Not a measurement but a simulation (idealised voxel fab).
Process module, titled voxel ribs on slabs
Cross-section cut spans 140 nm and uses square cells 5 nm in size.
Bands, listed from the top down, are how a cross-section gets written in this document; the cross-section itself is a grid of square cells, and a band is one or more rows of them. For a band, the entry starts with two heights in nm, that of the top and then that of the bottom, and carries on with the band's materials in order from left to right, each alongside its width in nm; the word "everywhere" beside a single material means it fills the band edge to edge, and "blank" means empty space. Height reference: 0 = level under which incoming wafer is all one material. Lowest band: no bottom, runs on downward, e.g. "0 -> down". Width "30->40": first value at the band's top row of cells, second value at its bottom row, equal change from row to row. Step note "identical to before" = no cross-section cell changed. In the "Fully sealed cavities" entry, you get each enclosed empty space of 8 cells or more, one with no open way to the top, written width x height at distance, distance from the left edge, in nm. Anything after a step's settings on that line? It's the simulator's own note about the step. overlay nm, on a step with a mask: how far to the right of its planned place the mask lay; to the left if negative.
**Planned process steps**
1 op RECEIVE | material Si
2 op DIRECTIONAL_DEP | material SiO2 | thk nm 30
3 op DIRECTIONAL_DEP | material SiN | thk nm 15
4 op DIRECTIONAL_DEP | material aC | thk nm 10
5 op PATTERN | tone cover | mask id RIB | material resist | width nm 30 | thk nm 30 | overlay nm 0
6 op DIRECTIONAL_ETCH | etch materials aC | depth nm 10
7 op STRIP | etch materials resist
8 op DIRECTIONAL_ETCH | etch materials SiN | depth nm 5
9 op STRIP | etch materials aC
10 op MASKED_ETCH | tone cover | mask id SLAB | width nm 90 | etch materials SiN | depth nm 10 | overlay nm 0
11 op FILL_DEP | material SiO2 | thk nm 30
12 op CMP | height nm 65
13 op DIRECTIONAL_DEP | material W | thk nm 10
14 op DIRECTIONAL_DEP | material aC | thk nm 10
15 op PATTERN | tone cover | mask id HEATER | material resist | width nm 40 | thk nm 30 | overlay nm 0
16 op DIRECTIONAL_ETCH | etch materials aC | depth nm 10
17 op STRIP | etch materials resist
18 op DIRECTIONAL_ETCH | etch materials W | depth nm 10
19 op STRIP | etch materials aC
20 op CONFORMAL_DEP | material SiN | thk nm 10
**So, the first of our two wafers, run just as we planned it**
**Cross-section of the wafer upon arrival, representing the state reached after step 1**
  0 -> down: Si everywhere
  Fully sealed cavities: none
**Presented here is a cross-section of the wafer after step 2 has been performed**
  30 -> 0: SiO2 everywhere
  Below 0 it's all the same as before, nothing changed down there.
**Presented here is a cross-section of the wafer after step 3 has been performed**
  45 -> 30: SiN everywhere
  Below 30 it's all the same as before, nothing changed down there.
**Presented here is a cross-section of the wafer after step 4 has been performed**
  55 -> 45: aC everywhere
  Below 45 it's all the same as before, nothing changed down there.
**Presented here is a cross-section of the wafer after step 5 has been performed**
  85 -> 55: blank 55 nm / resist 30 nm / blank 55 nm
  Below 55 it's all the same as before, nothing changed down there.
**Presented here is a cross-section of the wafer after step 6 has been performed**
  75 -> 55: blank 55 nm / resist 30 nm / blank 55 nm
  55 -> 45: blank 55 nm / aC 30 nm / blank 55 nm
  Below 45 it's all the same as before, nothing changed down there.
**Presented here is a cross-section of the wafer after step 7 has been performed**
  55 -> 45: blank 55 nm / aC 30 nm / blank 55 nm
  Below 45 it's all the same as before, nothing changed down there.
**Presented here is a cross-section of the wafer after step 8 has been performed**
  55 -> 45: blank 55 nm / aC 30 nm / blank 55 nm
  45 -> 40: blank 55 nm / SiN 30 nm / blank 55 nm
  Below 40 it's all the same as before, nothing changed down there.
**Presented here is a cross-section of the wafer after step 9 has been performed**
  45 -> 40: blank 55 nm / SiN 30 nm / blank 55 nm
  Below 40 it's all the same as before, nothing changed down there.
**Presented here is a cross-section of the wafer after step 10 has been performed**
  45 -> 40: blank 55 nm / SiN 30 nm / blank 55 nm
  40 -> 30: blank 25 nm / SiN 90 nm / blank 25 nm
  Below 30 it's all the same as before, nothing changed down there.
**Presented here is a cross-section of the wafer after step 11 has been performed**
  75 -> 45: SiO2 everywhere
  45 -> 40: SiO2 55 nm / SiN 30 nm / SiO2 55 nm
  40 -> 30: SiO2 25 nm / SiN 90 nm / SiO2 25 nm
  Below 30 it's all the same as before, nothing changed down there.
**Presented here is a cross-section of the wafer after step 12 has been performed**
  65 -> 45: SiO2 everywhere
  Below 45 it's all the same as before, nothing changed down there.
**Presented here is a cross-section of the wafer after step 13 has been performed**
  75 -> 65: W everywhere
  Below 65 it's all the same as before, nothing changed down there.
**Presented here is a cross-section of the wafer after step 14 has been performed**
  85 -> 75: aC everywhere
  Below 75 it's all the same as before, nothing changed down there.
**Presented here is a cross-section of the wafer after step 15 has been performed**
  115 -> 85: blank 50 nm / resist 40 nm / blank 50 nm
  Below 85 it's all the same as before, nothing changed down there.
**Presented here is a cross-section of the wafer after step 16 has been performed**
  105 -> 85: blank 50 nm / resist 40 nm / blank 50 nm
  85 -> 75: blank 50 nm / aC 40 nm / blank 50 nm
  Below 75 it's all the same as before, nothing changed down there.
**Presented here is a cross-section of the wafer after step 17 has been performed**
  85 -> 75: blank 50 nm / aC 40 nm / blank 50 nm
  Below 75 it's all the same as before, nothing changed down there.
**Presented here is a cross-section of the wafer after step 18 has been performed**
  85 -> 75: blank 50 nm / aC 40 nm / blank 50 nm
  75 -> 65: blank 50 nm / W 40 nm / blank 50 nm
  Below 65 it's all the same as before, nothing changed down there.
**Presented here is a cross-section of the wafer after step 19 has been performed**
  75 -> 65: blank 50 nm / W 40 nm / blank 50 nm
  Below 65 it's all the same as before, nothing changed down there.
**Presented here is a cross-section of the wafer after step 20 has been performed**
  85 -> 75: blank 40 nm / SiN 60 nm / blank 40 nm
  75 -> 65: SiN 50 nm / W 40 nm / SiN 50 nm
  Below 65 it's all the same as before, nothing changed down there.
**It is to be noted that the second wafer proceeded from the same initial state and according to the same plan as the first, although one mistake was committed in its execution; through step 14, inclusive, the two wafers share an identical history**
**What the second wafer looks like in cross-section when step 15 should have wrapped up**
  115 -> 85: blank 40 nm / resist 40 nm / blank 60 nm
  Below 85 it's all the same as before, nothing changed down there.
**What the second wafer looks like in cross-section when step 16 should have wrapped up**
  105 -> 85: blank 40 nm / resist 40 nm / blank 60 nm
  85 -> 75: blank 40 nm / aC 40 nm / blank 60 nm
  Below 75 it's all the same as before, nothing changed down there.
**What the second wafer looks like in cross-section when step 17 should have wrapped up**
  85 -> 75: blank 40 nm / aC 40 nm / blank 60 nm
  Below 75 it's all the same as before, nothing changed down there.
**What the second wafer looks like in cross-section when step 18 should have wrapped up**
  85 -> 75: blank 40 nm / aC 40 nm / blank 60 nm
  75 -> 65: blank 40 nm / W 40 nm / blank 60 nm
  Below 65 it's all the same as before, nothing changed down there.
**What the second wafer looks like in cross-section when step 19 should have wrapped up**
  75 -> 65: blank 40 nm / W 40 nm / blank 60 nm
  Below 65 it's all the same as before, nothing changed down there.
**What the second wafer looks like in cross-section when step 20 should have wrapped up**
  85 -> 75: blank 30 nm / SiN 60 nm / blank 50 nm
  75 -> 65: SiN 40 nm / W 40 nm / SiN 60 nm
  Below 65 it's all the same as before, nothing changed down there.
What was the processing mistake? the process deviated at step 15: the operation and settings actually run there were op PATTERN | tone cover | mask id HEATER | material resist | width nm 40 | thk nm 30 | overlay nm -10
So at the finish, the second wafer's got exactly as many cells of each material as the first, just not in the same spots.
